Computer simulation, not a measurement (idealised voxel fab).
This is a process module. Its name is voxel double patterning.
The cross-section on display is named cut; it measures 215 nm wide, and its cells are 5 nm squares.
Think of the cross-section as a grid of square cells. We describe it in bands, top to bottom, and each band covers one or more rows of those cells. Band: top height; bottom height; in nm. Then, left to right: material with width in nm, for each material. "throughout": a single material spanning edge to edge. "air": empty space. Heights are expressed relative to 0, this being the level below which the as-received wafer comprises one material exclusively. The lowest band is unbounded in the downward direction and is denoted as in "0 down". Think of "30->40" as a width that walks from the first number to the second as you go down the band, top row to bottom row, taking equal-sized steps from row to row. "nothing got changed" for a step: no cell of the cross-section changed in that step. So "Closed void inventory" is basically the list of trapped voids: any empty space of 8 cells or more that can't reach the top through an opening. They're written width x height at distance, the distance being from the left edge, and it's all nm. If you see something after the settings on a step's line, that's the simulator's own remark about that step. The setting "overlay nm" may be written on the line of a step. When the step uses a mask, the value reports how far to the right of the planned place the mask lay, and a negative value reports that it lay to the left.

# List of planned process steps
1. op RECEIVE | material Si
2. op CONFORMAL_DEP | material SiO2 | thk nm 10
3. op DIRECTIONAL_DEP | material polySi | thk nm 10
4. op DIRECTIONAL_DEP | material SiCN | thk nm 5
5. op PATTERN | tone open | mask id FIRST | material resist | width nm 15 | pitch nm 50 | thk nm 15 | overlay nm 0
6. op DIRECTIONAL_ETCH | etch materials SiCN | depth nm 5
7. op STRIP | etch materials resist
8. op PATTERN | tone open | mask id SECOND | material resist | width nm 15 | thk nm 20 | overlay nm 0
9. op DIRECTIONAL_ETCH | etch materials SiCN | depth nm 5
10. op STRIP | etch materials resist
11. op DIRECTIONAL_ETCH | etch materials polySi | depth nm 10
12. op STRIP | etch materials SiCN

# Cross-section of the wafer as it came to us, i.e., already through step 1
  0 down = Si throughout
  Closed void inventory: none

# Cross-section taken at module completion on the first of two wafers; processed per the plan
  20 to 10 = polySi 75 / air 15 / polySi 10 / air 15 / polySi 10 / air 15 / polySi 75
  10 to 0 = SiO2 throughout
  0 down = Si throughout
  Closed void inventory: none

# The second wafer, shown in cross-section after the module: started the same way as the first and given the same plan, yet one mistake crept into how it was run
  20 to 10 = SiO2 throughout
  10 to 0 = polySi throughout
  0 down = Si throughout
  Closed void inventory: none
Heads up, the wafer didn't run the way we planned it: steps 2 and 3 traded places in the executed sequence
At the finish, the second wafer shows more or fewer cells for some materials than the first does: 18 more of polySi
